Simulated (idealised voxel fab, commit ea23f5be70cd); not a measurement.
This section sets out a process module, namely voxel quadruple lines.
It is cross-section cut that appears here, measuring 255 nm in width, its square cells being 5 nm in size.
This document writes a cross-section as a grid whose cells are square, and gives it as bands, listed from the top down; one or more rows of cells form a band.
Within each band entry, the heights of the top and of the bottom of the band appear first, in that order and in nm; the materials of the band then follow from left to right, each with its corresponding width in nm. The designation "edge to edge" on a single material indicates that it fills the band from edge to edge; the designation "empty" indicates empty space.
Below 0: as-received wafer, all one material; heights counted from there. Lowest band: no bottom, goes on down, written "from 0 down".
You'd read "30..40" like this: the band's top row of cells is as wide as the first number, its bottom row is as wide as the second, and going down, every row changes width by the same amount as the row before did.
"identical to before" means the step left every cell of the cross-section as it was.
Listed in "Enclosed void listing": every empty space of 8 or more cells without an open way to the top. Form: width x height at distance, the distance being from the left edge, all in nm.
Anything after a step's settings on that line? It's the simulator's own note about the step.
The "overlay nm" setting may appear on a step's line; for a step that uses a mask, it gives how far to the right of its planned position the mask lay, and a negative value indicates the left.
-- Steps planned for the process
| 1 | RECEIVE with material Si |
| 2 | CONFORMAL_DEP with material SiO2, thk nm 10 |
| 3 | DIRECTIONAL_DEP with material Ru, thk nm 10 |
| 4 | DIRECTIONAL_DEP with material polySi, thk nm 20 |
| 5 | DIRECTIONAL_DEP with material aC, thk nm 20 |
| 6 | PATTERN with tone cover, mask id MANDREL, material resist, width nm 35, thk nm 30, overlay nm 0 |
| 7 | DIRECTIONAL_ETCH with etch materials aC, depth nm 20 |
| 8 | STRIP with etch materials resist |
| 9 | CONFORMAL_DEP with material SiO2, thk nm 15 |
| 10 | DIRECTIONAL_ETCH with etch materials SiO2, depth nm 15 |
| 11 | STRIP with etch materials aC |
| 12 | DIRECTIONAL_ETCH with etch materials polySi, depth nm 20 |
| 13 | STRIP with etch materials SiO2 |
| 14 | CONFORMAL_DEP with material SiCN, thk nm 10 |
| 15 | DIRECTIONAL_ETCH with etch materials SiCN, depth nm 10 |
| 16 | STRIP with etch materials polySi |
| 17 | DIRECTIONAL_ETCH with etch materials Ru, depth nm 10 |
| 18 | STRIP with etch materials SiCN |
| 19 | FILL_DEP with material lowk, thk nm 5 |
| 20 | CMP with height nm 20 |
-- Wafer cross-section on receipt, i.e. after step 1
  from 0 down  Si edge to edge
  Enclosed void listing: none
-- Figure: cross-sectional view of the wafer upon completion of the module, processed from the initial state and according to the plan depicted above, with one error introduced during execution
  from 20 to 10  85 nm lowk / 10 nm Ru / 15 nm lowk / 10 nm Ru / 20 nm lowk / 10 nm Ru / 15 nm lowk / 10 nm Ru / 80 nm lowk
  from 10 to 0  SiO2 edge to edge
  from 0 down  Si edge to edge
  Enclosed void listing: none
Plan not followed: note that step 6 departed from the planned setting and was carried out as PATTERN with tone cover, mask id MANDREL, material resist, width nm 40, thk nm 30, overlay nm 0
